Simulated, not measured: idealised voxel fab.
process module | voxel capacitor over wiring
cross-section cut | 200 nm wide | cells 5 nm
A cross-section is a grid of square cells, given in bands from the top down. A band is one or more rows of cells.
Each band's line starts with the height of the band's top and of its bottom, in nm. Then come its materials from left to right, each with its width in nm. One material with "throughout" fills the band from edge to edge. "air" is empty space.
Height 0 is the level under which the wafer as received is all one material. The lowest band goes on downwards, as in "0 down".
A width such as "30 to 40" changes by the same amount from each row of cells to the next, from the band's top row to its bottom row.
"no change" after a step means that no cell of the cross-section changed.
closed voids: empty space of 8 cells or more with no open way to the top, each as width x height at its distance from the left edge, in nm
after a step's settings: what the simulator itself notes on the step
overlay nm, on a step with a mask: how far to the right of its planned place the mask lay; to the left if negative
plan
1 op RECEIVE | material Si
2 op CONFORMAL_DEP | material SiO2 | thk nm 15
3 op DIRECTIONAL_DEP | material TiN | thk nm 5
4 op DIRECTIONAL_DEP | material Ru | thk nm 15
5 op MASKED_ETCH | tone cover | mask id METAL_1 | width nm 25 | pitch nm 85 | etch materials Ru | depth nm 15 | overlay nm 0
6 op MASKED_ETCH | tone cover | mask id METAL_1 | width nm 25 | pitch nm 85 | etch materials TiN | depth nm 5 | overlay nm 0
7 op FILL_DEP | material lowk | thk nm 10
8 op CMP | height nm 35
9 op CONFORMAL_DEP | material SiCN | thk nm 5
10 op DIRECTIONAL_DEP | material lowk | thk nm 20
11 op MASKED_ETCH | tone open | mask id PLUG_1 | width nm 15 | etch materials lowk | depth nm 20 | overlay nm 0
12 op MASKED_ETCH | tone open | mask id PLUG_1 | width nm 15 | etch materials SiCN | depth nm 5 | overlay nm 0
13 op EPI | material Ru | thk nm 10
14 op EPI | material Ru | thk nm 10
15 op EPI | material Ru | thk nm 5
16 op DIRECTIONAL_DEP | material TiN | thk nm 10
17 op DIRECTIONAL_DEP | material Al2O3 | thk nm 5
18 op DIRECTIONAL_DEP | material TiN | thk nm 5
19 op PATTERN | tone cover | mask id UPPER_PLATE | material resist | width nm 65 | thk nm 15 | overlay nm 0
20 op DIRECTIONAL_ETCH | etch materials TiN | depth nm 5
21 op DIRECTIONAL_ETCH | etch materials Al2O3 | depth nm 5
22 op STRIP | etch materials resist
23 op PATTERN | tone cover | mask id LOWER_PLATE | material resist | width nm 75 | thk nm 20 | overlay nm 0
24 op DIRECTIONAL_ETCH | etch materials TiN | depth nm 10
25 op STRIP | etch materials resist
26 op FILL_DEP | material SiO2 | thk nm 15
27 op CMP | height nm 90
28 op DIRECTIONAL_DEP | material aC | thk nm 15
29 op PATTERN | tone open | mask id PLUG_2 | material resist | width nm 15 | thk nm 30 | overlay nm 0
30 op DIRECTIONAL_ETCH | etch materials aC | depth nm 15
31 op STRIP | etch materials resist
32 op DIRECTIONAL_ETCH | etch materials SiO2 | depth nm 10
33 op STRIP | etch materials aC
34 op CONFORMAL_DEP | material TiN | thk nm 5
35 op FILL_DEP | material W | thk nm 10
36 op CMP | height nm 90
37 op CONFORMAL_DEP | material SiCN | thk nm 5
as received, after step 1
  0 down: Si throughout
  closed voids: none
first wafer at the end, as planned
  95 to 90: SiCN throughout
  90 to 85: SiO2 65 | TiN 5 | W 5 | TiN 5 | SiO2 120
  85 to 75: SiO2 65 to 55 | TiN 15 to 65 | SiO2 120 to 80
  75 to 70: SiO2 55 | Al2O3 65 | SiO2 80
  70 to 60: SiO2 50 | TiN 75 | SiO2 75
  60 to 40: lowk 55 | Ru 15 | lowk 130
  40 to 35: SiCN 55 | Ru 15 | SiCN 130
  35 to 20: lowk 45 | Ru 25 | lowk 60 | Ru 25 | lowk 45
  20 to 15: lowk 45 | TiN 25 | lowk 60 | TiN 25 | lowk 45
  15 to 0: SiO2 throughout
  0 down: Si throughout
  closed voids: none
second wafer at the end: like start, like plan, one mistake
  95 to 90: SiCN throughout
  90 to 85: SiO2 65 | TiN 5 | W 5 | TiN 5 | SiO2 120
  85 to 75: SiO2 65 to 70 | TiN 15 to 50 | SiO2 120 to 80
  75 to 70: SiO2 70 | Al2O3 50 | SiO2 80
  70 to 65: SiO2 50 | TiN 75 | SiO2 75
  65 to 60: SiO2 50 | TiN 5 | Al2O3 15 | TiN 55 | SiO2 75
  60 to 50: lowk 55 | TiN 15 | lowk 130
  50 to 40: lowk throughout
  40 to 35: SiCN throughout
  35 to 20: lowk 45 | Ru 25 | lowk 60 | Ru 25 | lowk 45
  20 to 15: lowk 45 | TiN 25 | lowk 60 | TiN 25 | lowk 45
  15 to 0: SiO2 throughout
  0 down: Si throughout
  closed voids: none
what went wrong: step 11 ran as: op MASKED_ETCH | tone open | mask id PLUG_1 | width nm 15 | etch materials lowk | depth nm 10 | overlay nm 0
at the end the second wafer has, in cells: 15 fewer of Ru | 3 more of SiCN | 6 more of SiO2 | 6 more of lowk
